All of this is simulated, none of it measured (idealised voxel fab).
Documented hereafter: the process module known as voxel gate over fins.
Square cell edge 5 nm, section width 185 nm, ID cut.
Just so we're on the same page, the cross-sections are grids of square cells, and they're listed out in bands top to bottom, each band one or more rows deep.
The band entry comprises the height of the band's top followed by the height of its bottom, expressed in nm, and subsequently the band's materials from left to right, each stated together with its width in nm. Where a single material is marked with the word "full width", that material fills the band from edge to edge. The word "air" represents empty space.
Zero point of the height axis is 0; under it, received wafer = one material. Lowest band: continues down indefinitely, "0 -> down".
A two-number width, for instance "30 to 40", indicates that the width is equal to the first number in the top row of the band and to the second number in the bottom row, and that it changes by a constant amount per row of cells.
Step marked "same as before"? Then no cell in the cross-section changed in it.
The entry "Catalogued sealed voids" lists the empty spaces that cover at least 8 cells and have no open path to the top. Each is written as width x height at distance, where the distance is measured from the left edge and all three values are in nm.
Note: text after step settings on the step line = simulator remark on that step.
overlay nm: right-of-plan distance of the mask on a masked step; negative values mean left-of-plan.
-- Process steps - plan
1: RECEIVE: material Si
2: CONFORMAL_DEP: material SiN, thk nm 5
3: DIRECTIONAL_DEP: material aC, thk nm 15
4: PATTERN: tone cover, mask id FINS, material resist, width nm 15, pitch nm 45, thk nm 35, overlay nm 0
5: DIRECTIONAL_ETCH: etch materials aC, depth nm 15
6: STRIP: etch materials resist
7: DIRECTIONAL_ETCH: etch materials SiN, depth nm 5
8: DIRECTIONAL_ETCH: etch materials Si, depth nm 30
9: STRIP: etch materials aC
10: OXIDIZE: depth nm 5
11: FILL_DEP: material SiO2, thk nm 5
12: CMP: height nm 5
13: SELECTIVE_ETCH: etch materials SiO2, depth nm 20
14: STRIP: etch materials SiN
15: CONFORMAL_DEP: material HfO2, thk nm 5
16: CONFORMAL_DEP: material TiN, thk nm 5
17: FILL_DEP: material W, thk nm 15
18: CMP: height nm 20
19: CONFORMAL_DEP: material SiCN, thk nm 5
-- Step 1 complete: cross-section of the wafer as received
- 0 -> down  Si full width
- Catalogued sealed voids: none
-- The following cross-section depicts the wafer upon conclusion of the module. Processing commenced from the starting condition illustrated above and adhered to the plan illustrated above, save for one mistake in execution
- 25 -> 20  SiCN full width
- 20 -> 15  W full width
- 15 -> 10  TiN full width
- 10 -> 5  45 HfO2 | 5 TiN | 40 HfO2 | 5 TiN | 40 HfO2 | 5 TiN | 45 HfO2
- 5 -> 0  40 aC | 15 HfO2 | 30 aC | 15 HfO2 | 30 aC | 15 HfO2 | 40 aC
- 0 -> -30  40 aC | 5 SiO2 | 5 Si | 5 SiO2 | 30 aC | 5 SiO2 | 5 Si | 5 SiO2 | 30 aC | 5 SiO2 | 5 Si | 5 SiO2 | 40 aC
- -30 -> -35  45 SiO2 | 5 Si | 40 SiO2 | 5 Si | 40 SiO2 | 5 Si | 45 SiO2
- -35 -> down  Si full width
- Catalogued sealed voids: none
Against the plan, the run slipped here: step 11 off recipe, ran as FILL_DEP: material aC, thk nm 5
